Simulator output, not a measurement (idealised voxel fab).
Process module in this document: voxel self aligned contacts
In the cross-section labelled cut, the width is 195 nm and each square cell is 5 nm.
Cross-section spec: square-cell grid; bands listed top down; each band is one or more rows. Band entry format. Leading values: height of top, height of bottom, nm. Remainder: materials in left-to-right order, each with its width in nm. Special words: "throughout" on a single material, which then fills the band edge to edge; "blank", empty space. Heights from 0 (as-received wafer is one material below). Bottom band endless downward, as "0 down". It should be noted that a width expressed as "30 to 40" varies in equal increments from row to row of cells within the band, taking the value of the first number at the top row and that of the second number at the bottom row. Step note "nothing different" = no cross-section cell changed. "Closed voids list" specifies each empty space that is not open to the top and that occupies no fewer than 8 cells, using the form width x height at distance, the distance measured from the left edge and all three quantities in nm. Post-settings text on a step line: simulator's own remark regarding the step. For masked steps, "overlay nm" on the step line gives how far right of plan the mask actually lay; a minus sign means it lay to the left.
Process steps (planned)
1) RECEIVE with material Si
2) OXIDIZE with depth nm 5
3) DIRECTIONAL_DEP with material polySi, thk nm 20
4) DIRECTIONAL_DEP with material SiN, thk nm 20
5) MASKED_ETCH with tone cover, mask id GATE, width nm 35, pitch nm 65, etch materials SiN, depth nm 20, overlay nm 0
6) MASKED_ETCH with tone cover, mask id GATE, width nm 35, pitch nm 65, etch materials polySi, depth nm 20, overlay nm 0
7) CONFORMAL_DEP with material SiN, thk nm 5
8) DIRECTIONAL_ETCH with etch materials SiN, depth nm 5
9) FILL_DEP with material SiO2, thk nm 20
10) CMP with height nm 50
11) MASKED_ETCH with tone open, mask id CONTACT, width nm 50, etch materials SiO2, depth nm 55, overlay nm 0
12) CONFORMAL_DEP with material TiN, thk nm 5
13) FILL_DEP with material W, thk nm 10
14) CMP with height nm 50
15) CONFORMAL_DEP with material SiCN, thk nm 5
As received (post step 1): cross-section
- 0 down = Si throughout
- Closed voids list: none
First of two wafers: cross-section at end of module, run per plan
- 55 to 50 = SiCN throughout
- 50 to 40 = SiO2 (70), then TiN (5 to 20), then W (40 to 10), then TiN (5 to 20), then SiO2 (75)
- 40 to 20 = SiO2 (40), then SiN (45), then TiN (5), then W (10), then TiN (5), then SiN (45), then SiO2 (45)
- 20 to 0 = SiO2 (40), then SiN (5), then polySi (35), then SiN (5), then TiN (5), then W (10), then TiN (5), then SiN (5), then polySi (35), then SiN (5), then SiO2 (45)
- 0 to -5 = SiO2 (85), then TiN (20), then SiO2 (90)
- -5 down = Si throughout
- Closed voids list: none
Now the second wafer, cross-sectioned at the end of the module. Nothing different at the start, nothing different in the plan compared with the first, just one mistake when it was actually run
- 55 to 50 = SiCN throughout
- 50 to 45 = SiO2 (70), then TiN (5), then W (40), then TiN (5), then SiO2 (75)
- 45 to 40 = SiO2 (70), then TiN (50), then SiO2 (75)
- 40 to 20 = SiN (50), then SiO2 (20), then TiN (5), then SiN (40), then TiN (5), then SiO2 (20), then SiN (55)
- 20 to 0 = polySi throughout
- 0 to -5 = SiO2 throughout
- -5 down = Si throughout
- Closed voids list: none
What went wrong in running the wafer? rather than as planned, step 5 actually ran as MASKED_ETCH with tone open, mask id GATE, width nm 35, pitch nm 65, etch materials SiN, depth nm 20, overlay nm 0
Wrapping up, a cell-based count of both wafers puts the second over or under the first for these materials: +28 SiN; -100 SiO2; -10 TiN; -18 W; +100 polySi
